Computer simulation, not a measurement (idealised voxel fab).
process module | voxel trench capacitor
cross-section cut | 265 nm wide | cells 5 nm
A cross-section is a grid of square cells, given in bands from the top down. A band is one or more rows of cells.
Each band's line starts with the height of the band's top and of its bottom, in nm. Then come its materials from left to right, each with its width in nm. One material with "throughout" fills the band from edge to edge. "air" is empty space.
Height 0 is the level under which the wafer as received is all one material. The lowest band goes on downwards, as in "0 down".
A width such as "30 to 40" changes by the same amount from each row of cells to the next, from the band's top row to its bottom row.
"no change" after a step means that no cell of the cross-section changed.
closed voids: empty space of 8 cells or more with no open way to the top, each as width x height at its distance from the left edge, in nm
after a step's settings: what the simulator itself notes on the step
overlay nm, on a step with a mask: how far to the right of its planned place the mask lay; to the left if negative
plan
1 op RECEIVE | material Si
2 op CONFORMAL_DEP | material SiN | thk nm 10
3 op PATTERN | tone open | mask id TRENCH | material resist | width nm 30 | pitch nm 45 | thk nm 15 | overlay nm 0
4 op DIRECTIONAL_ETCH | etch materials SiN | depth nm 10
5 op DIRECTIONAL_ETCH | etch materials Si | depth nm 40
6 op STRIP | etch materials resist
7 op CONFORMAL_DEP | material HfO2 | thk nm 5
8 op CONFORMAL_DEP | material TiN | thk nm 5
9 op FILL_DEP | material W | thk nm 5
10 op CMP | height nm 10
as received, after step 1
  0 down: Si throughout
  closed voids: none
first wafer at the end, as planned
  10 to 0: SiN 70 | HfO2 5 | TiN 5 | W 10 | TiN 5 | HfO2 5 | SiN 15 | HfO2 5 | TiN 5 | W 10 | TiN 5 | HfO2 5 | SiN 15 | HfO2 5 | TiN 5 | W 10 | TiN 5 | HfO2 5 | SiN 75
  0 to -30: Si 70 | HfO2 5 | TiN 5 | W 10 | TiN 5 | HfO2 5 | Si 15 | HfO2 5 | TiN 5 | W 10 | TiN 5 | HfO2 5 | Si 15 | HfO2 5 | TiN 5 | W 10 | TiN 5 | HfO2 5 | Si 75
  -30 to -35: Si 70 | HfO2 5 | TiN 20 | HfO2 5 | Si 15 | HfO2 5 | TiN 20 | HfO2 5 | Si 15 | HfO2 5 | TiN 20 | HfO2 5 | Si 75
  -35 to -40: Si 70 | HfO2 30 | Si 15 | HfO2 30 | Si 15 | HfO2 30 | Si 75
  -40 down: Si throughout
  closed voids: none
second wafer at the end: like start, like plan, one mistake
  10 to 0: SiN 60 | HfO2 5 | TiN 5 | W 10 | TiN 5 | HfO2 5 | SiN 15 | HfO2 5 | TiN 5 | W 10 | TiN 5 | HfO2 5 | SiN 15 | HfO2 5 | TiN 5 | W 10 | TiN 5 | HfO2 5 | SiN 85
  0 to -30: Si 60 | HfO2 5 | TiN 5 | W 10 | TiN 5 | HfO2 5 | Si 15 | HfO2 5 | TiN 5 | W 10 | TiN 5 | HfO2 5 | Si 15 | HfO2 5 | TiN 5 | W 10 | TiN 5 | HfO2 5 | Si 85
  -30 to -35: Si 60 | HfO2 5 | TiN 20 | HfO2 5 | Si 15 | HfO2 5 | TiN 20 | HfO2 5 | Si 15 | HfO2 5 | TiN 20 | HfO2 5 | Si 85
  -35 to -40: Si 60 | HfO2 30 | Si 15 | HfO2 30 | Si 15 | HfO2 30 | Si 85
  -40 down: Si throughout
  closed voids: none
what went wrong: step 3 ran as: op PATTERN | tone open | mask id TRENCH | material resist | width nm 30 | pitch nm 45 | thk nm 15 | overlay nm -10
at the end the second wafer has, in cells: as many of each material as the first, in other places
